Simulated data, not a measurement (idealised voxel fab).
Process module in this document: voxel air gaps
Square cell edge 5 nm, section width 175 nm, ID cut.
How to read a cross-section here: the picture is a grid of square cells, written as bands going from the top down, and any band can span one or more rows of cells.
Quick guide to a band line: top height, bottom height (nm) up front; then every material left to right with its width in nm. Only one material and it's marked "throughout"? Then it fills the band edge to edge. And "air" just means empty space.
Height reference: 0 = level under which incoming wafer is all one material. Lowest band: no bottom, runs on downward, e.g. "0 -> down".
Top row gets the first number, bottom row gets the second, and each row in between changes by the same step: that is how a band width like "30..40" works.
"no change" -> step changed no cross-section cell.
The entry titled "Closed cavity list" provides the empty spaces that have no open way to the top, restricted to those of 8 cells or more. Each is presented as width x height at distance, the distance being measured from the left edge, with all three in nm.
Post-settings text on a step line: simulator's own remark regarding the step.
overlay nm, on a step with a mask: how far to the right of its planned place the mask lay; to the left if negative

Steps in the process plan:
step 1: RECEIVE with material Si
step 2: CONFORMAL_DEP with material SiO2, thk nm 10
step 3: CONFORMAL_DEP with material SiN, thk nm 5
step 4: DIRECTIONAL_DEP with material SiO2, thk nm 35
step 5: DIRECTIONAL_DEP with material aC, thk nm 5
step 6: PATTERN with tone open, mask id LINES, material resist, width nm 25, pitch nm 50, thk nm 30, overlay nm 0
step 7: DIRECTIONAL_ETCH with etch materials aC, depth nm 15
step 8: STRIP with etch materials resist
step 9: DIRECTIONAL_ETCH with etch materials SiO2, depth nm 35
step 10: STRIP with etch materials aC
step 11: CONFORMAL_DEP with material TiN, thk nm 5
step 12: FILL_DEP with material Cu, thk nm 5
step 13: CMP with height nm 50
step 14: EPI with material Ru, thk nm 10
step 15: SELECTIVE_ETCH with etch materials SiO2, depth nm 45
step 16: CONFORMAL_DEP with material SiN, thk nm 5
The wafers are alike at the start. At step 5, their thk nm differs. The plan lists the first wafer's value.

Cut through the first of several wafers as received, post step 1:
> 0 -> down = Si throughout
> Closed cavity list: none

Take any row and you have a wafer at the end of the module: how many cells of each material it has gained (+) or lost (-) since it was received, and then its closed voids:
thk nm 5, +54 Cu, +54 Ru, +140 SiN, +70 SiO2, +51 TiN, Closed cavity list: 15 x 25 at 55; 15 x 25 at 105
thk nm 10, +54 Cu, +54 Ru, +140 SiN, +70 SiO2, +51 TiN, Closed cavity list: 15 x 25 at 55; 15 x 25 at 105
thk nm 15, +54 Cu, +54 Ru, +140 SiN, +70 SiO2, +51 TiN, Closed cavity list: 15 x 25 at 55; 15 x 25 at 105
thk nm 20, +70 SiN, +70 SiO2, Closed cavity list: none
thk nm 25, +70 SiN, +70 SiO2, Closed cavity list: none
thk nm 30, +70 SiN, +70 SiO2, Closed cavity list: none
